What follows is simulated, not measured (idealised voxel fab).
process module | voxel released beams
Section shown: cut. Width: 290 nm. Cell size: 5 nm, square.
Cross-section spec: square-cell grid; bands listed top down; each band is one or more rows. For a band, the entry starts with two heights in nm, that of the top and then that of the bottom, and carries on with the band's materials in order from left to right, each alongside its width in nm; the word "full width" beside a single material means it fills the band edge to edge, and "air" means empty space. Zero point of the height axis is 0; under it, received wafer = one material. Lowest band: continues down indefinitely, "0 and below". Width "30->40": first value at the band's top row of cells, second value at its bottom row, equal change from row to row. The designation "same as before", where it is given for a processing step, indicates that no cell of the cross-section was altered in the course of that step. The entry "Listed closed voids" lists the empty spaces that cover at least 8 cells and have no open path to the top. Each is written as width x height at distance, where the distance is measured from the left edge and all three values are in nm. Step line, after settings: the simulator's comment on this step. The optional step-line setting "overlay nm" applies to steps with a mask and quantifies how far to the right of its planned location the mask lay, a negative value indicating leftward placement.

Intended process steps
1) RECEIVE (material Si)
2) CONFORMAL_DEP (material SiN; thk nm 10)
3) DIRECTIONAL_DEP (material SiO2; thk nm 10)
4) MASKED_ETCH (tone open; mask id ANCHOR; width nm 45; etch materials SiO2; depth nm 10; overlay nm 0)
5) CONFORMAL_DEP (material polySi; thk nm 15)
6) MASKED_ETCH (tone cover; mask id BEAM; width nm 90; etch materials polySi; depth nm 15; overlay nm 0)
7) STRIP (etch materials SiO2)

Received-state cross-section, reflecting completion of step 1
	0 and below | Si full width
	Listed closed voids: none

End-of-module cross-section of the first of two wafers, processed as planned
	35 down to 25 | air 95 nm  polySi 20 nm  air 15 nm  polySi 55 nm  air 105 nm
	25 down to 20 | air 95 nm  polySi 90 nm  air 105 nm
	20 down to 10 | air 100 nm  polySi 45 nm  air 145 nm
	10 down to 0 | SiN full width
	0 and below | Si full width
	Listed closed voids: none

Same start, same plan as the first wafer - but one mistake in the run. Cross-section of the second of the two at the end of the module
	25 down to 10 | air 95 nm  polySi 90 nm  air 105 nm
	10 down to 0 | SiN full width
	0 and below | Si full width
	Listed closed voids: none
Error vs. plan: step 3 of the plan was bypassed and not carried out
In the final state, the cell counts of the second wafer exceed or fall short of those of the first for the following materials: polySi: 12 fewer
